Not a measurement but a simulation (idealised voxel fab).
Process module under the name voxel self aligned contacts
Cross-section cut spans 285 nm and uses square cells 5 nm in size.
In what follows, cross-sections appear as grids of square cells, described through bands that run from the top down, where every band is one or more rows of cells.
It is stipulated that each band's entry specify, in nanometres, the height of the top of the band and then that of its bottom, followed by the materials of the band in left-to-right sequence, each together with its width in nanometres. A single material marked by the word "throughout" is understood to fill the band from edge to edge; the word "empty" is understood to denote empty space.
Heights from 0 (as-received wafer is one material below). Bottom band endless downward, as "0 nm and below".
A two-number width, for instance "30 to 40", indicates that the width is equal to the first number in the top row of the band and to the second number in the bottom row, and that it changes by a constant amount per row of cells.
Where a step carries "no modifications", the cross-section came out of it unchanged, cell for cell.
Reported under the label "Closed void roster" are the empty spaces having no open way to the top and comprising 8 cells or more; the notation for each is width x height at distance, in which the distance is measured from the left edge and all three values are in nm.
Text after the settings on a step's line: the simulator's own remark on that step.
overlay nm: where the mask lay relative to plan, measured to the right, on steps with a mask; negatives go left.

[Below is the list of planned process steps]
1: op RECEIVE | material Si
2: op OXIDIZE | depth nm 5
3: op DIRECTIONAL_DEP | material polySi | thk nm 30
4: op DIRECTIONAL_DEP | material SiN | thk nm 20
5: op MASKED_ETCH | tone cover | mask id GATE | width nm 25 | pitch nm 60 | etch materials SiN | depth nm 20 | overlay nm 0
6: op MASKED_ETCH | tone cover | mask id GATE | width nm 25 | pitch nm 60 | etch materials polySi | depth nm 30 | overlay nm 0
7: op CONFORMAL_DEP | material SiN | thk nm 5
8: op DIRECTIONAL_ETCH | etch materials SiN | depth nm 5
9: op FILL_DEP | material SiO2 | thk nm 15
10: op CMP | height nm 60
11: op DIRECTIONAL_DEP | material aC | thk nm 10
12: op PATTERN | tone open | mask id CONTACT | material resist | width nm 45 | thk nm 30 | overlay nm 0
13: op DIRECTIONAL_ETCH | etch materials aC | depth nm 10
14: op STRIP | etch materials resist
15: op DIRECTIONAL_ETCH | etch materials SiO2 | depth nm 65
16: op STRIP | etch materials aC
17: op CONFORMAL_DEP | material TiN | thk nm 5
18: op FILL_DEP | material W | thk nm 10
19: op CMP | height nm 60
20: op CONFORMAL_DEP | material SiCN | thk nm 5

[As-received wafer cross-section (after step 1)]
  0 nm and below = Si throughout
  Closed void roster: none

[Looking at the first of two wafers in cross-section at end of module - ran to plan]
  65 nm to 60 nm = SiCN throughout
  60 nm to 50 nm = 120 of SiO2, then 5 to 15 of TiN, then 35 to 15 of W, then 5 to 15 of TiN, then 120 of SiO2
  50 nm to 30 nm = 95 of SiO2, then 35 of SiN, then 5 of TiN, then 15 of W, then 5 of TiN, then 35 of SiN, then 95 of SiO2
  30 nm to 0 nm = 95 of SiO2, then 5 of SiN, then 25 of polySi, then 5 of SiN, then 5 of TiN, then 15 of W, then 5 of TiN, then 5 of SiN, then 25 of polySi, then 5 of SiN, then 95 of SiO2
  0 nm to -5 nm = 130 of SiO2, then 25 of TiN, then 130 of SiO2
  -5 nm and below = Si throughout
  Closed void roster: none

[The second wafer, shown in cross-section after the module: started the same way as the first and given the same plan, yet one mistake crept into how it was run]
  65 nm to 60 nm = SiCN throughout
  60 nm to 50 nm = 120 of SiO2, then 5 to 15 of TiN, then 35 to 15 of W, then 5 to 15 of TiN, then 120 of SiO2
  50 nm to 35 nm = 95 of SiO2, then 35 of SiN, then 5 of TiN, then 15 of W, then 5 of TiN, then 35 of SiN, then 95 of SiO2
  35 nm to 30 nm = 95 of SiO2, then 35 of SiN, then 5 of TiN, then 10 of W, then 10 of TiN, then 35 of SiN, then 95 of SiO2
  30 nm to 0 nm = 90 of SiO2, then 5 of SiN, then 30 of polySi, then 5 of SiN, then 5 of TiN, then 10 of W, then 5 of TiN, then 5 of SiN, then 30 of polySi, then 5 of SiN, then 95 of SiO2
  0 nm to -5 nm = 130 of SiO2, then 20 of TiN, then 135 of SiO2
  -5 nm and below = Si throughout
  Closed void roster: none
Diagnosis: step 6 went in with a setting other than planned; the actual run was op MASKED_ETCH | tone cover | mask id GATE | width nm 25 | pitch nm 60 | etch materials polySi | depth nm 30 | overlay nm -5
Cell-count delta at end, second wafer over first, by material: SiO2: 5 fewer, W: 7 fewer, polySi: 12 more
